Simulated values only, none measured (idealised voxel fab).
process module | voxel ribs on slabs
cross-section cut | 200 nm wide | cells 5 nm
A cross-section is a grid of square cells, given in bands from the top down. A band is one or more rows of cells.
Each band's line starts with the height of the band's top and of its bottom, in nm. Then come its materials from left to right, each with its width in nm. One material with "throughout" fills the band from edge to edge. "air" is empty space.
Height 0 is the level under which the wafer as received is all one material. The lowest band goes on downwards, as in "0 down".
A width such as "30 to 40" changes by the same amount from each row of cells to the next, from the band's top row to its bottom row.
"no change" after a step means that no cell of the cross-section changed.
closed voids: empty space of 8 cells or more with no open way to the top, each as width x height at its distance from the left edge, in nm
after a step's settings: what the simulator itself notes on the step
overlay nm, on a step with a mask: how far to the right of its planned place the mask lay; to the left if negative
plan
1 op RECEIVE | material Si
2 op DIRECTIONAL_DEP | material SiO2 | thk nm 30
3 op DIRECTIONAL_DEP | material polySi | thk nm 15
4 op PATTERN | tone cover | mask id RIB | material resist | width nm 30 | thk nm 20 | overlay nm 0
5 op DIRECTIONAL_ETCH | etch materials polySi | depth nm 10
6 op STRIP | etch materials resist
7 op MASKED_ETCH | tone cover | mask id SLAB | width nm 80 | etch materials polySi | depth nm 5 | overlay nm 0
8 op FILL_DEP | material SiO2 | thk nm 30
9 op CMP | height nm 65
10 op DIRECTIONAL_DEP | material TiN | thk nm 10
11 op DIRECTIONAL_DEP | material aC | thk nm 15
12 op PATTERN | tone cover | mask id HEATER | material resist | width nm 30 | thk nm 30 | overlay nm 0
13 op DIRECTIONAL_ETCH | etch materials aC | depth nm 15
14 op STRIP | etch materials resist
15 op DIRECTIONAL_ETCH | etch materials TiN | depth nm 10
16 op STRIP | etch materials aC
17 op CONFORMAL_DEP | material SiO2 | thk nm 10
varied across the wafers: width nm of step 12. The plan shows the first wafer's value. All wafers start alike
first wafer as received, after step 1
  0 down: Si throughout
  closed voids: none
first wafer at the end, after step 17
  85 to 75: air 75 | SiO2 50 | air 75
  75 to 65: SiO2 85 | TiN 30 | SiO2 85
  65 to 45: SiO2 throughout
  45 to 35: SiO2 85 | polySi 30 | SiO2 85
  35 to 30: SiO2 60 | polySi 80 | SiO2 60
  30 to 0: SiO2 throughout
  0 down: Si throughout
  closed voids: none
last wafer at the end
  85 to 75: air 65 | SiO2 75 | air 60
  75 to 65: SiO2 75 | TiN 55 | SiO2 70
  65 to 45: SiO2 throughout
  45 to 35: SiO2 85 | polySi 30 | SiO2 85
  35 to 30: SiO2 60 | polySi 80 | SiO2 60
  30 to 0: SiO2 throughout
  0 down: Si throughout
  closed voids: none
each wafer at the end: cells of each material gained (+) or lost (-) since it was received, then its closed voids
width nm 30 | +580 SiO2 | +12 TiN | +28 polySi | closed voids: none
width nm 35 | +580 SiO2 | +14 TiN | +28 polySi | closed voids: none
width nm 40 | +580 SiO2 | +16 TiN | +28 polySi | closed voids: none
width nm 45 | +580 SiO2 | +18 TiN | +28 polySi | closed voids: none
width nm 50 | +580 SiO2 | +20 TiN | +28 polySi | closed voids: none
width nm 55 | +580 SiO2 | +22 TiN | +28 polySi | closed voids: none
